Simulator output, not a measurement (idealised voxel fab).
Title: Process Module voxel gate over fins
Each square cell in cross-section cut measures 5 nm, and the section as a whole is 205 nm wide.
Cross-section spec: square-cell grid; bands listed top down; each band is one or more rows. This entry defines a band. It first specifies the height of the band's top and the height of its bottom in nm, and then specifies the band's materials from left to right, stating each material with its width in nm. The word "everywhere" identifies a single material that fills the band from edge to edge, while the word "empty" identifies empty space. All heights in this document are referenced to 0, defined as the level beneath which the wafer, as received, consists entirely of one material. The lowest band is not bounded below; it extends indefinitely downward and is written in the form "0..down". Width spec "30 to 40" -> top row of cells at first value, bottom row at second value, equal per-row change in between. "no alterations made" after a step means that no cell of the cross-section changed. Any empty space of 8 cells or more lacking an open way to the top shows up in "Sealed void listing" as width x height at distance, distance from the left edge, in nm. On each step's line, the part that comes after the settings is the simulator's own comment on the step. On any step carrying a mask, the "overlay nm" setting, if present on the step's line, tells how far right of its planned place the mask lay; negative values point to the left.

These are the steps we planned for the process
1. RECEIVE: material Si
2. CONFORMAL_DEP: material SiN, thk nm 10
3. DIRECTIONAL_DEP: material aC, thk nm 10
4. PATTERN: tone cover, mask id FINS, material resist, width nm 15, pitch nm 40, thk nm 25, overlay nm 0
5. DIRECTIONAL_ETCH: etch materials aC, depth nm 10
6. STRIP: etch materials resist
7. DIRECTIONAL_ETCH: etch materials SiN, depth nm 10
8. DIRECTIONAL_ETCH: etch materials Si, depth nm 40
9. STRIP: etch materials aC
10. OXIDIZE: depth nm 5
11. FILL_DEP: material SiO2, thk nm 15
12. CMP: height nm 10
13. SELECTIVE_ETCH: etch materials SiO2, depth nm 20
14. STRIP: etch materials SiN
15. CONFORMAL_DEP: material HfO2, thk nm 5
16. CONFORMAL_DEP: material TiN, thk nm 5
17. FILL_DEP: material W, thk nm 10
18. CMP: height nm 15
19. CONFORMAL_DEP: material SiCN, thk nm 5

The first wafer of two, processed as planned

Cross-section, incoming material, after step 1
- 0..down | Si everywhere
- Sealed void listing: none

State of the wafer after step 2, shown in cross-section
- 10..0 | SiN everywhere
- Under 0: no change, same as before.

State of the wafer after step 3, shown in cross-section
- 20..10 | aC everywhere
- Under 10: no change, same as before.

State of the wafer after step 4, shown in cross-section
- 45..20 | 35 nm empty; 15 nm resist; 25 nm empty; 15 nm resist; 25 nm empty; 15 nm resist; 25 nm empty; 15 nm resist; 35 nm empty
- Under 20: no change, same as before.

State of the wafer after step 5, shown in cross-section
- 35..20 | 35 nm empty; 15 nm resist; 25 nm empty; 15 nm resist; 25 nm empty; 15 nm resist; 25 nm empty; 15 nm resist; 35 nm empty
- 20..10 | 35 nm empty; 15 nm aC; 25 nm empty; 15 nm aC; 25 nm empty; 15 nm aC; 25 nm empty; 15 nm aC; 35 nm empty
- Under 10: no change, same as before.

State of the wafer after step 6, shown in cross-section
- 20..10 | 35 nm empty; 15 nm aC; 25 nm empty; 15 nm aC; 25 nm empty; 15 nm aC; 25 nm empty; 15 nm aC; 35 nm empty
- Under 10: no change, same as before.

State of the wafer after step 7, shown in cross-section
- 20..10 | 35 nm empty; 15 nm aC; 25 nm empty; 15 nm aC; 25 nm empty; 15 nm aC; 25 nm empty; 15 nm aC; 35 nm empty
- 10..0 | 35 nm empty; 15 nm SiN; 25 nm empty; 15 nm SiN; 25 nm empty; 15 nm SiN; 25 nm empty; 15 nm SiN; 35 nm empty
- Under 0: no change, same as before.

State of the wafer after step 8, shown in cross-section
- 20..10 | 35 nm empty; 15 nm aC; 25 nm empty; 15 nm aC; 25 nm empty; 15 nm aC; 25 nm empty; 15 nm aC; 35 nm empty
- 10..0 | 35 nm empty; 15 nm SiN; 25 nm empty; 15 nm SiN; 25 nm empty; 15 nm SiN; 25 nm empty; 15 nm SiN; 35 nm empty
- 0..-40 | 35 nm empty; 15 nm Si; 25 nm empty; 15 nm Si; 25 nm empty; 15 nm Si; 25 nm empty; 15 nm Si; 35 nm empty
- Under -40: no change, same as before.

State of the wafer after step 9, shown in cross-section
- 10..0 | 35 nm empty; 15 nm SiN; 25 nm empty; 15 nm SiN; 25 nm empty; 15 nm SiN; 25 nm empty; 15 nm SiN; 35 nm empty
- Under 0: no change, same as before.

State of the wafer after step 10, shown in cross-section
- 10..0 | 35 nm empty; 15 nm SiN; 25 nm empty; 15 nm SiN; 25 nm empty; 15 nm SiN; 25 nm empty; 15 nm SiN; 35 nm empty
- 0..-40 | 35 nm empty; 5 nm SiO2; 5 nm Si; 5 nm SiO2; 25 nm empty; 5 nm SiO2; 5 nm Si; 5 nm SiO2; 25 nm empty; 5 nm SiO2; 5 nm Si; 5 nm SiO2; 25 nm empty; 5 nm SiO2; 5 nm Si; 5 nm SiO2; 35 nm empty
- -40..-45 | 40 nm SiO2; 5 nm Si; 35 nm SiO2; 5 nm Si; 35 nm SiO2; 5 nm Si; 35 nm SiO2; 5 nm Si; 40 nm SiO2
- Under -45: no change, same as before.

State of the wafer after step 11, shown in cross-section
- 25..10 | SiO2 everywhere
- 10..0 | 35 nm SiO2; 15 nm SiN; 25 nm SiO2; 15 nm SiN; 25 nm SiO2; 15 nm SiN; 25 nm SiO2; 15 nm SiN; 35 nm SiO2
- 0..-45 | 40 nm SiO2; 5 nm Si; 35 nm SiO2; 5 nm Si; 35 nm SiO2; 5 nm Si; 35 nm SiO2; 5 nm Si; 40 nm SiO2
- Under -45: no change, same as before.

State of the wafer after step 12, shown in cross-section
- 10..0 | 35 nm SiO2; 15 nm SiN; 25 nm SiO2; 15 nm SiN; 25 nm SiO2; 15 nm SiN; 25 nm SiO2; 15 nm SiN; 35 nm SiO2
- Under 0: no change, same as before.

State of the wafer after step 13, shown in cross-section
- 10..0 | 35 nm empty; 15 nm SiN; 25 nm empty; 15 nm SiN; 25 nm empty; 15 nm SiN; 25 nm empty; 15 nm SiN; 35 nm empty
- 0..-10 | 40 nm empty; 5 nm Si; 35 nm empty; 5 nm Si; 35 nm empty; 5 nm Si; 35 nm empty; 5 nm Si; 40 nm empty
- Under -10: no change, same as before.

State of the wafer after step 14, shown in cross-section
- 0..-10 | 40 nm empty; 5 nm Si; 35 nm empty; 5 nm Si; 35 nm empty; 5 nm Si; 35 nm empty; 5 nm Si; 40 nm empty
- Under -10: no change, same as before.

State of the wafer after step 15, shown in cross-section
- 5..0 | 35 nm empty; 15 nm HfO2; 25 nm empty; 15 nm HfO2; 25 nm empty; 15 nm HfO2; 25 nm empty; 15 nm HfO2; 35 nm empty
- 0..-5 | 35 nm empty; 5 nm HfO2; 5 nm Si; 5 nm HfO2; 25 nm empty; 5 nm HfO2; 5 nm Si; 5 nm HfO2; 25 nm empty; 5 nm HfO2; 5 nm Si; 5 nm HfO2; 25 nm empty; 5 nm HfO2; 5 nm Si; 5 nm HfO2; 35 nm empty
- -5..-10 | 40 nm HfO2; 5 nm Si; 35 nm HfO2; 5 nm Si; 35 nm HfO2; 5 nm Si; 35 nm HfO2; 5 nm Si; 40 nm HfO2
- Under -10: no change, same as before.

State of the wafer after step 16, shown in cross-section
- 10..5 | 30 nm empty; 25 nm TiN; 15 nm empty; 25 nm TiN; 15 nm empty; 25 nm TiN; 15 nm empty; 25 nm TiN; 30 nm empty
- 5..0 | 30 nm empty; 5 nm TiN; 15 nm HfO2; 5 nm TiN; 15 nm empty; 5 nm TiN; 15 nm HfO2; 5 nm TiN; 15 nm empty; 5 nm TiN; 15 nm HfO2; 5 nm TiN; 15 nm empty; 5 nm TiN; 15 nm HfO2; 5 nm TiN; 30 nm empty
- 0..-5 | 35 nm TiN; 5 nm HfO2; 5 nm Si; 5 nm HfO2; 25 nm TiN; 5 nm HfO2; 5 nm Si; 5 nm HfO2; 25 nm TiN; 5 nm HfO2; 5 nm Si; 5 nm HfO2; 25 nm TiN; 5 nm HfO2; 5 nm Si; 5 nm HfO2; 35 nm TiN
- Under -5: no change, same as before.

State of the wafer after step 17, shown in cross-section
- 20..10 | W everywhere
- 10..5 | 30 nm W; 25 nm TiN; 15 nm W; 25 nm TiN; 15 nm W; 25 nm TiN; 15 nm W; 25 nm TiN; 30 nm W
- 5..0 | 30 nm W; 5 nm TiN; 15 nm HfO2; 5 nm TiN; 15 nm W; 5 nm TiN; 15 nm HfO2; 5 nm TiN; 15 nm W; 5 nm TiN; 15 nm HfO2; 5 nm TiN; 15 nm W; 5 nm TiN; 15 nm HfO2; 5 nm TiN; 30 nm W
- Under 0: no change, same as before.

State of the wafer after step 18, shown in cross-section
- 15..10 | W everywhere
- Under 10: no change, same as before.

State of the wafer after step 19, shown in cross-section
- 20..15 | SiCN everywhere
- Under 15: no change, same as before.

Wafer two of two - same starting point, same process plan, one mistake in execution; matches wafer one up to and including step 12

Here is the second wafer in cross-section at the point where step 13 of the plan should have been done
- 10..0 | 35 nm empty; 15 nm SiN; 25 nm empty; 15 nm SiN; 25 nm empty; 15 nm SiN; 25 nm empty; 15 nm SiN; 35 nm empty
- 0..-30 | 40 nm empty; 5 nm Si; 35 nm empty; 5 nm Si; 35 nm empty; 5 nm Si; 35 nm empty; 5 nm Si; 40 nm empty
- Under -30: no change, same as before.

Here is the second wafer in cross-section at the point where step 14 of the plan should have been done
- 0..-30 | 40 nm empty; 5 nm Si; 35 nm empty; 5 nm Si; 35 nm empty; 5 nm Si; 35 nm empty; 5 nm Si; 40 nm empty
- Under -30: no change, same as before.

Here is the second wafer in cross-section at the point where step 15 of the plan should have been done
- 5..0 | 35 nm empty; 15 nm HfO2; 25 nm empty; 15 nm HfO2; 25 nm empty; 15 nm HfO2; 25 nm empty; 15 nm HfO2; 35 nm empty
- 0..-25 | 35 nm empty; 5 nm HfO2; 5 nm Si; 5 nm HfO2; 25 nm empty; 5 nm HfO2; 5 nm Si; 5 nm HfO2; 25 nm empty; 5 nm HfO2; 5 nm Si; 5 nm HfO2; 25 nm empty; 5 nm HfO2; 5 nm Si; 5 nm HfO2; 35 nm empty
- -25..-30 | 40 nm HfO2; 5 nm Si; 35 nm HfO2; 5 nm Si; 35 nm HfO2; 5 nm Si; 35 nm HfO2; 5 nm Si; 40 nm HfO2
- Under -30: no change, same as before.

Here is the second wafer in cross-section at the point where step 16 of the plan should have been done
- 10..5 | 30 nm empty; 25 nm TiN; 15 nm empty; 25 nm TiN; 15 nm empty; 25 nm TiN; 15 nm empty; 25 nm TiN; 30 nm empty
- 5..0 | 30 nm empty; 5 nm TiN; 15 nm HfO2; 5 nm TiN; 15 nm empty; 5 nm TiN; 15 nm HfO2; 5 nm TiN; 15 nm empty; 5 nm TiN; 15 nm HfO2; 5 nm TiN; 15 nm empty; 5 nm TiN; 15 nm HfO2; 5 nm TiN; 30 nm empty
- 0..-20 | 30 nm empty; 5 nm TiN; 5 nm HfO2; 5 nm Si; 5 nm HfO2; 5 nm TiN; 15 nm empty; 5 nm TiN; 5 nm HfO2; 5 nm Si; 5 nm HfO2; 5 nm TiN; 15 nm empty; 5 nm TiN; 5 nm HfO2; 5 nm Si; 5 nm HfO2; 5 nm TiN; 15 nm empty; 5 nm TiN; 5 nm HfO2; 5 nm Si; 5 nm HfO2; 5 nm TiN; 30 nm empty
- -20..-25 | 35 nm TiN; 5 nm HfO2; 5 nm Si; 5 nm HfO2; 25 nm TiN; 5 nm HfO2; 5 nm Si; 5 nm HfO2; 25 nm TiN; 5 nm HfO2; 5 nm Si; 5 nm HfO2; 25 nm TiN; 5 nm HfO2; 5 nm Si; 5 nm HfO2; 35 nm TiN
- Under -25: no change, same as before.

Here is the second wafer in cross-section at the point where step 17 of the plan should have been done
- 20..10 | W everywhere
- 10..5 | 30 nm W; 25 nm TiN; 15 nm W; 25 nm TiN; 15 nm W; 25 nm TiN; 15 nm W; 25 nm TiN; 30 nm W
- 5..0 | 30 nm W; 5 nm TiN; 15 nm HfO2; 5 nm TiN; 15 nm W; 5 nm TiN; 15 nm HfO2; 5 nm TiN; 15 nm W; 5 nm TiN; 15 nm HfO2; 5 nm TiN; 15 nm W; 5 nm TiN; 15 nm HfO2; 5 nm TiN; 30 nm W
- 0..-20 | 30 nm W; 5 nm TiN; 5 nm HfO2; 5 nm Si; 5 nm HfO2; 5 nm TiN; 15 nm W; 5 nm TiN; 5 nm HfO2; 5 nm Si; 5 nm HfO2; 5 nm TiN; 15 nm W; 5 nm TiN; 5 nm HfO2; 5 nm Si; 5 nm HfO2; 5 nm TiN; 15 nm W; 5 nm TiN; 5 nm HfO2; 5 nm Si; 5 nm HfO2; 5 nm TiN; 30 nm W
- Under -20: no change, same as before.

Here is the second wafer in cross-section at the point where step 18 of the plan should have been done
- 15..10 | W everywhere
- Under 10: no change, same as before.

Here is the second wafer in cross-section at the point where step 19 of the plan should have been done
- 20..15 | SiCN everywhere
- Under 15: no change, same as before.
The mistake made against the process plan was this: plan step 13 was conducted twice
At the finish, the second wafer shows more or fewer cells for some materials than the first does: 32 more of HfO2, 148 fewer of SiO2, 32 more of TiN, 84 more of W
